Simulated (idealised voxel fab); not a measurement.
process module | voxel capacitor over wiring
Pictured: cross-section cut, 295 nm wide, on a grid of 5 nm square cells.
Cross-section spec: square-cell grid; bands listed top down; each band is one or more rows. Top, bottom (nm), then materials left to right with widths (nm); lone material tagged "throughout" fills the whole band edge to edge; "air" = empty space. Below 0: as-received wafer, all one material; heights counted from there. Lowest band: no bottom, goes on down, written "0 -> down". When a width is written as two numbers, as in "30->40", the first number is the width in the top row of cells of the band and the second is the width in its bottom row, and the width changes by the same amount from each row to the next. For the purposes of this document, the phrase "remained the same" attached to a step denotes that no cell within the cross-section was modified by that step. Each empty space that has no open way to the top and spans at least 8 cells appears under "Sealed void inventory" as width x height at distance, the distance counted from the left edge, all in nm. Post-settings text on a step line: simulator's own remark regarding the step. The line of a step may include "overlay nm". On a step with a mask, this value is how far to the right of its planned place the mask lay. A negative value means the mask lay to the left.

-- Below is the list of planned process steps
1 RECEIVE [material Si]
2 CONFORMAL_DEP [material SiO2] [thk nm 10]
3 CONFORMAL_DEP [material SiN] [thk nm 5]
4 DIRECTIONAL_DEP [material SiO2] [thk nm 20]
5 PATTERN [tone open] [mask id METAL_1] [material resist] [width nm 15] [pitch nm 90] [thk nm 15] [overlay nm 0]
6 DIRECTIONAL_ETCH [etch materials SiO2] [depth nm 20]
7 DIRECTIONAL_ETCH [etch materials SiN] [depth nm 5]
8 STRIP [etch materials resist]
9 CONFORMAL_DEP [material TiN] [thk nm 5]
10 FILL_DEP [material W] [thk nm 5]
11 CMP [height nm 35]
12 CONFORMAL_DEP [material SiCN] [thk nm 5]
13 DIRECTIONAL_DEP [material lowk] [thk nm 10]
14 PATTERN [tone open] [mask id PLUG_1] [material resist] [width nm 15] [thk nm 15] [overlay nm 0]
15 DIRECTIONAL_ETCH [etch materials lowk] [depth nm 10]
16 DIRECTIONAL_ETCH [etch materials SiCN] [depth nm 5]
17 STRIP [etch materials resist]
18 CONFORMAL_DEP [material TiN] [thk nm 5]
19 FILL_DEP [material W] [thk nm 10]
20 CMP [height nm 50]
21 DIRECTIONAL_DEP [material TiN] [thk nm 10]
22 DIRECTIONAL_DEP [material Al2O3] [thk nm 5]
23 DIRECTIONAL_DEP [material TiN] [thk nm 5]
24 DIRECTIONAL_DEP [material aC] [thk nm 15]
25 PATTERN [tone cover] [mask id UPPER_PLATE] [material resist] [width nm 75] [thk nm 35] [overlay nm 0]
26 DIRECTIONAL_ETCH [etch materials aC] [depth nm 15]
27 STRIP [etch materials resist]
28 DIRECTIONAL_ETCH [etch materials TiN] [depth nm 5]
29 DIRECTIONAL_ETCH [etch materials Al2O3] [depth nm 5]
30 STRIP [etch materials aC]
31 PATTERN [tone cover] [mask id LOWER_PLATE] [material resist] [width nm 85] [thk nm 20] [overlay nm 0]
32 DIRECTIONAL_ETCH [etch materials TiN] [depth nm 10]
33 STRIP [etch materials resist]
34 FILL_DEP [material SiO2] [thk nm 20]
35 CMP [height nm 85]
36 PATTERN [tone open] [mask id PLUG_2] [material resist] [width nm 15] [thk nm 20] [overlay nm 0]
37 DIRECTIONAL_ETCH [etch materials SiO2] [depth nm 15]
38 STRIP [etch materials resist]
39 CONFORMAL_DEP [material TiN] [thk nm 5]
40 FILL_DEP [material W] [thk nm 10]
41 CMP [height nm 85]
42 CONFORMAL_DEP [material SiN] [thk nm 5]
Among the wafers covered here, the point of difference is the width nm at step 5; their starting state is shared, and the plan presents the value of the first wafer.

-- Cross-section of the first incoming wafer of several, state after step 1
	0 -> down  Si throughout
	Sealed void inventory: none

-- The rows of the table below are wafers. Looking at the end of the module, a row counts, for every material, the cells the wafer has gained, shown as (+), or lost, shown as (-), since it was received; its closed voids come next
width nm 15 | +15 Al2O3 | +56 SiCN | +112 SiN | +670 SiO2 | +85 TiN | +12 W | +112 lowk | Sealed void inventory: none
width nm 20 | +15 Al2O3 | +56 SiCN | +110 SiN | +662 SiO2 | +87 TiN | +20 W | +112 lowk | Sealed void inventory: none
width nm 25 | +15 Al2O3 | +56 SiCN | +108 SiN | +654 SiO2 | +89 TiN | +28 W | +112 lowk | Sealed void inventory: none
width nm 30 | +15 Al2O3 | +56 SiCN | +106 SiN | +646 SiO2 | +91 TiN | +36 W | +112 lowk | Sealed void inventory: none
width nm 35 | +15 Al2O3 | +56 SiCN | +104 SiN | +638 SiO2 | +93 TiN | +44 W | +112 lowk | Sealed void inventory: none
